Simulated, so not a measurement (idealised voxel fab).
Process module heading - voxel self aligned contacts
Each square cell in cross-section cut measures 5 nm, and the section as a whole is 185 nm wide.
If you're reading a cross-section in this doc, picture square cells in a grid; it comes to you as bands, top ones listed first down to the bottom, and a band can be one or more rows of cells.
It is stipulated that each band's entry specify, in nanometres, the height of the top of the band and then that of its bottom, followed by the materials of the band in left-to-right sequence, each together with its width in nanometres. A single material marked by the word "all across" is understood to fill the band from edge to edge; the word "air" is understood to denote empty space.
Where do heights start? At 0: under that level the wafer as delivered is made of one material only. And the lowest band has no floor; it just carries on downward, as in "0 down".
The width entry "30..40" should be interpreted row by row: the top row of cells in the band takes the first number, the bottom row takes the second number, and the change between adjacent rows is uniform throughout.
"nothing altered" -> step changed no cross-section cell.
Entry "Sealed void listing". Content: empty spaces with no open connection to the top, size 8 cells or greater. Each: width x height at distance. Distance: from left edge. Unit: nm.
Where a step's line continues beyond its settings, the continuation is a remark by the simulator itself on that step.
The line of a step may include "overlay nm". On a step with a mask, this value is how far to the right of its planned place the mask lay. A negative value means the mask lay to the left.

### The following list gives the planned process steps
| 1 | RECEIVE | material Si |
| 2 | CONFORMAL_DEP | material SiO2 | thk nm 5 |
| 3 | DIRECTIONAL_DEP | material polySi | thk nm 30 |
| 4 | DIRECTIONAL_DEP | material SiN | thk nm 20 |
| 5 | PATTERN | tone cover | mask id GATE | material resist | width nm 25 | pitch nm 60 | thk nm 20 | overlay nm 0 |
| 6 | DIRECTIONAL_ETCH | etch materials SiN | depth nm 20 |
| 7 | DIRECTIONAL_ETCH | etch materials polySi | depth nm 30 |
| 8 | STRIP | etch materials resist |
| 9 | CONFORMAL_DEP | material SiN | thk nm 10 |
| 10 | DIRECTIONAL_ETCH | etch materials SiN | depth nm 10 |
| 11 | FILL_DEP | material SiO2 | thk nm 20 |
| 12 | CMP | height nm 65 |
| 13 | PATTERN | tone open | mask id CONTACT | material resist | width nm 45 | thk nm 15 | overlay nm 0 |
| 14 | DIRECTIONAL_ETCH | etch materials SiO2 | depth nm 65 |
| 15 | STRIP | etch materials resist |
| 16 | CONFORMAL_DEP | material TiN | thk nm 5 |
| 17 | FILL_DEP | material W | thk nm 5 |
| 18 | CMP | height nm 65 |
| 19 | CONFORMAL_DEP | material SiCN | thk nm 5 |

### Cross-section of the incoming wafer, state after step 1
  0 down  Si all across
  Sealed void listing: none

### End-of-module cross-section of the first of two wafers, processed as planned
  70 to 65  SiCN all across
  65 to 55  70 SiO2  5..20 TiN  35..5 W  5..20 TiN  70 SiO2
  55 to 35  40 SiO2  45 SiN  5 TiN  5 W  5 TiN  45 SiN  40 SiO2
  35 to 5  40 SiO2  10 SiN  25 polySi  10 SiN  5 TiN  5 W  5 TiN  10 SiN  25 polySi  10 SiN  40 SiO2
  5 to 0  85 SiO2  15 TiN  85 SiO2
  0 down  Si all across
  Sealed void listing: none

### Here's the second of our two wafers sectioned at module end. Same start as the first, same plan, but one mistake got made running it
  70 to 65  SiCN all across
  65 to 40  40 SiO2  10 SiN  25 polySi  10 SiN  5 TiN  5 W  5 TiN  10 SiN  25 polySi  10 SiN  40 SiO2
  40 to 35  40 SiO2  10 SiN  25 polySi  10 SiN  15 TiN  10 SiN  25 polySi  10 SiN  40 SiO2
  35 to 5  polySi all across
  5 to 0  SiO2 all across
  0 down  Si all across
  Sealed void listing: none
Deviation from plan: execution of plan step 3 occurred twice
Final cells, second wafer relative to first, materials higher or lower: SiN: 72 fewer; SiO2: 117 fewer; TiN: 20 fewer; W: 13 fewer; polySi: 222 more
